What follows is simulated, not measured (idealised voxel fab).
The process module that follows is named voxel self aligned contacts.
This is section cut - it's 155 nm across, gridded in 5 nm square cells.
For the purposes of this document, a cross-section shall be understood as a grid of square cells, specified as bands listed in top-to-bottom order, each band consisting of one or more rows of cells.
What a band's entry tells you: where the top is and where the bottom is, as heights in nm, and after that what lies inside, material by material from left to right, each with its width in nm. Empty space is written as the word "empty", and a single material marked with the word "everywhere" occupies the band from edge to edge.
We count height from 0. Below that, the starting wafer is all one material. The lowest band never ends at the bottom but goes on down; see "0 down" for how that is written.
The expression "30 to 40" gives the width at the extremes of the band, the first number at its top row of cells and the second at its bottom row, with the width changing by equal amounts from each row to the next in between.
Key: "nothing altered" - step with no changed cell in the cross-section.
The entry "Encapsulated voids" lists the empty spaces that cover at least 8 cells and have no open path to the top. Each is written as width x height at distance, where the distance is measured from the left edge and all three values are in nm.
What comes after the settings on a step's line is commentary from the simulator itself on that step.
"overlay nm" denotes, for a step that has a mask, the displacement of the mask to the right of its planned place, with negative values corresponding to the left.
# The process steps that were planned are listed below
| 1 | RECEIVE (material Si) |
| 2 | OXIDIZE (depth nm 5) |
| 3 | DIRECTIONAL_DEP (material polySi; thk nm 30) |
| 4 | DIRECTIONAL_DEP (material SiN; thk nm 15) |
| 5 | PATTERN (tone cover; mask id GATE; material resist; width nm 25; pitch nm 50; thk nm 15; overlay nm 0) |
| 6 | DIRECTIONAL_ETCH (etch materials SiN; depth nm 15) |
| 7 | DIRECTIONAL_ETCH (etch materials polySi; depth nm 30) |
| 8 | STRIP (etch materials resist) |
| 9 | CONFORMAL_DEP (material SiN; thk nm 5) |
| 10 | DIRECTIONAL_ETCH (etch materials SiN; depth nm 5) |
| 11 | FILL_DEP (material SiO2; thk nm 15) |
| 12 | CMP (height nm 50) |
| 13 | PATTERN (tone open; mask id CONTACT; material resist; width nm 35; thk nm 20; overlay nm 0) |
| 14 | DIRECTIONAL_ETCH (etch materials SiO2; depth nm 55) |
| 15 | STRIP (etch materials resist) |
| 16 | CONFORMAL_DEP (material TiN; thk nm 5) |
| 17 | FILL_DEP (material Ru; thk nm 10) |
| 18 | CMP (height nm 50) |
| 19 | CONFORMAL_DEP (material SiCN; thk nm 5) |
# Delivered wafer in cross-section: state after step 1
* 0 down: Si everywhere
* Encapsulated voids: none
# End-of-module cross-section. Starting structure and process plan as above; one mistake made in running it
* 55 to 50: SiCN everywhere
* 50 to 40: 60 SiO2, then 5 to 10 TiN, then 25 to 15 Ru, then 5 to 10 TiN, then 60 SiO2
* 40 to 30: 40 SiO2, then 25 SiN, then 5 TiN, then 15 Ru, then 5 TiN, then 25 SiN, then 40 SiO2
* 30 to 0: 40 SiO2, then 25 polySi, then 5 TiN, then 15 Ru, then 5 TiN, then 25 polySi, then 40 SiO2
* 0 to -5: 65 SiO2, then 25 TiN, then 65 SiO2
* -5 down: Si everywhere
* Encapsulated voids: none
Here's what went sideways: step 9 from the plan never happened, it was just skipped
